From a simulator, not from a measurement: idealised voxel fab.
Documented hereafter: the process module known as voxel gate over fins.
The figure presents cross-section cut, which has a width of 235 nm and is divided into square cells with an edge length of 5 nm.
Think of the cross-section as a grid of square cells. We describe it in bands, top to bottom, and each band covers one or more rows of those cells.
In this notation a band is specified by the heights of its top and bottom, in that order and in nm, after which its materials appear from left to right, each paired with its width in nm. The word "edge to edge" attached to a single material means that material fills the band from edge to edge; the word "air" stands for empty space.
Below 0: as-received wafer, all one material; heights counted from there. Lowest band: no bottom, goes on down, written "0 nm and below".
A width given as "30 to 40" starts at the first number in the band's top row and ends at the second number in its bottom row, shifting by an equal amount at every step from row to row.
The cross-section has no changed cell in any step marked "remained the same".
Heads up: "Entrapped void list" only lists the empty pockets with no open path to the top that are 8 cells or more, and it writes them as width x height at distance, distance from the left edge, in nm.
Text after the settings on a step's line: the simulator's own remark on that step.
"overlay nm" answers the question of how far to the right of plan the mask lay on a step that has a mask, and when it is negative the answer is to the left.

-- Planned process steps
step 1: RECEIVE (material Si)
step 2: CONFORMAL_DEP (material SiN; thk nm 10)
step 3: DIRECTIONAL_DEP (material aC; thk nm 15)
step 4: PATTERN (tone cover; mask id FINS; material resist; width nm 15; pitch nm 50; thk nm 30; overlay nm 0)
step 5: DIRECTIONAL_ETCH (etch materials aC; depth nm 15)
step 6: STRIP (etch materials resist)
step 7: DIRECTIONAL_ETCH (etch materials SiN; depth nm 10)
step 8: DIRECTIONAL_ETCH (etch materials Si; depth nm 30)
step 9: STRIP (etch materials aC)
step 10: FILL_DEP (material SiO2; thk nm 5)
step 11: CMP (height nm 10)
step 12: DIRECTIONAL_DEP (material aC; thk nm 15)
step 13: PATTERN (tone open; mask id RAIL; material resist; width nm 15; thk nm 30; overlay nm 0)
step 14: DIRECTIONAL_ETCH (etch materials aC; depth nm 15)
step 15: STRIP (etch materials resist)
step 16: DIRECTIONAL_ETCH (etch materials SiO2; depth nm 35)
step 17: STRIP (etch materials aC)
step 18: CONFORMAL_DEP (material TiN; thk nm 5)
step 19: FILL_DEP (material W; thk nm 10)
step 20: CMP (height nm 10)
step 21: SELECTIVE_ETCH (etch materials W Ru TiN; depth nm 25)
step 22: FILL_DEP (material SiO2; thk nm 5)
step 23: CMP (height nm 10)
step 24: SELECTIVE_ETCH (etch materials SiO2; depth nm 20)
step 25: STRIP (etch materials SiN)
step 26: CONFORMAL_DEP (material HfO2; thk nm 5)
step 27: CONFORMAL_DEP (material TiN; thk nm 5)
step 28: FILL_DEP (material W; thk nm 10)
step 29: CMP (height nm 15)
step 30: CONFORMAL_DEP (material SiCN; thk nm 10)

-- As-received state of the wafer in cross-section, equivalent to post-step 1
0 nm and below = Si edge to edge
Entrapped void list: none

-- First of two wafers, end-of-module section, run followed plan
25 nm to 15 nm = SiCN edge to edge
15 nm to 10 nm = W edge to edge
10 nm to 5 nm = W 50 nm | TiN 35 nm | W 15 nm | TiN 35 nm | W 15 nm | TiN 35 nm | W 50 nm
5 nm to 0 nm = W 50 nm | TiN 5 nm | HfO2 25 nm | TiN 5 nm | W 15 nm | TiN 5 nm | HfO2 25 nm | TiN 5 nm | W 15 nm | TiN 5 nm | HfO2 25 nm | TiN 5 nm | W 50 nm
0 nm to -5 nm = TiN 55 nm | HfO2 5 nm | Si 15 nm | HfO2 5 nm | TiN 25 nm | HfO2 5 nm | Si 15 nm | HfO2 5 nm | TiN 25 nm | HfO2 5 nm | Si 15 nm | HfO2 5 nm | TiN 55 nm
-5 nm to -10 nm = HfO2 60 nm | Si 15 nm | HfO2 35 nm | Si 15 nm | HfO2 35 nm | Si 15 nm | HfO2 60 nm
-10 nm to -15 nm = SiO2 60 nm | Si 15 nm | SiO2 35 nm | Si 15 nm | SiO2 35 nm | Si 15 nm | SiO2 60 nm
-15 nm to -20 nm = SiO2 60 nm | Si 15 nm | SiO2 10 nm | TiN 5 nm | W 5 nm | TiN 5 nm | SiO2 10 nm | Si 15 nm | SiO2 35 nm | Si 15 nm | SiO2 60 nm
-20 nm to -25 nm = SiO2 60 nm | Si 15 nm | SiO2 10 nm | TiN 15 nm | SiO2 10 nm | Si 15 nm | SiO2 35 nm | Si 15 nm | SiO2 60 nm
-25 nm to -30 nm = SiO2 60 nm | Si 15 nm | SiO2 35 nm | Si 15 nm | SiO2 35 nm | Si 15 nm | SiO2 60 nm
-30 nm and below = Si edge to edge
Entrapped void list: none

-- What the second wafer looks like in cross-section once the module is done. Its start and its plan matched the first wafer's exactly; what differed was one mistake in how it was run
25 nm to 15 nm = SiCN edge to edge
15 nm to 10 nm = W edge to edge
10 nm to 5 nm = W 50 nm | TiN 35 nm | W 15 nm | TiN 35 nm | W 15 nm | TiN 35 nm | W 50 nm
5 nm to 0 nm = W 50 nm | TiN 5 nm | HfO2 25 nm | TiN 5 nm | W 15 nm | TiN 5 nm | HfO2 25 nm | TiN 5 nm | W 15 nm | TiN 5 nm | HfO2 25 nm | TiN 5 nm | W 50 nm
0 nm to -5 nm = TiN 55 nm | HfO2 5 nm | Si 15 nm | HfO2 5 nm | TiN 25 nm | HfO2 5 nm | Si 15 nm | HfO2 5 nm | TiN 25 nm | HfO2 5 nm | Si 15 nm | HfO2 5 nm | TiN 55 nm
-5 nm to -10 nm = HfO2 60 nm | Si 15 nm | HfO2 35 nm | Si 15 nm | HfO2 35 nm | Si 15 nm | HfO2 60 nm
-10 nm to -15 nm = SiO2 60 nm | Si 15 nm | SiO2 35 nm | Si 15 nm | SiO2 35 nm | Si 15 nm | SiO2 60 nm
-15 nm to -20 nm = SiO2 60 nm | Si 15 nm | SiO2 10 nm | TiN 5 nm | W 5 nm | TiN 5 nm | SiO2 10 nm | Si 15 nm | SiO2 35 nm | Si 15 nm | SiO2 60 nm
-20 nm to -25 nm = SiO2 60 nm | Si 15 nm | SiO2 10 nm | TiN 15 nm | SiO2 10 nm | Si 15 nm | SiO2 35 nm | Si 15 nm | SiO2 60 nm
-25 nm to -60 nm = SiO2 60 nm | Si 15 nm | SiO2 35 nm | Si 15 nm | SiO2 35 nm | Si 15 nm | SiO2 60 nm
-60 nm and below = Si edge to edge
Entrapped void list: none
Here's what went sideways: step 8 of the plan was twice carried out
Once processing is complete, comparing cell counts shows that the second wafer has more or fewer of certain materials than the first: -228 Si | +228 SiO2
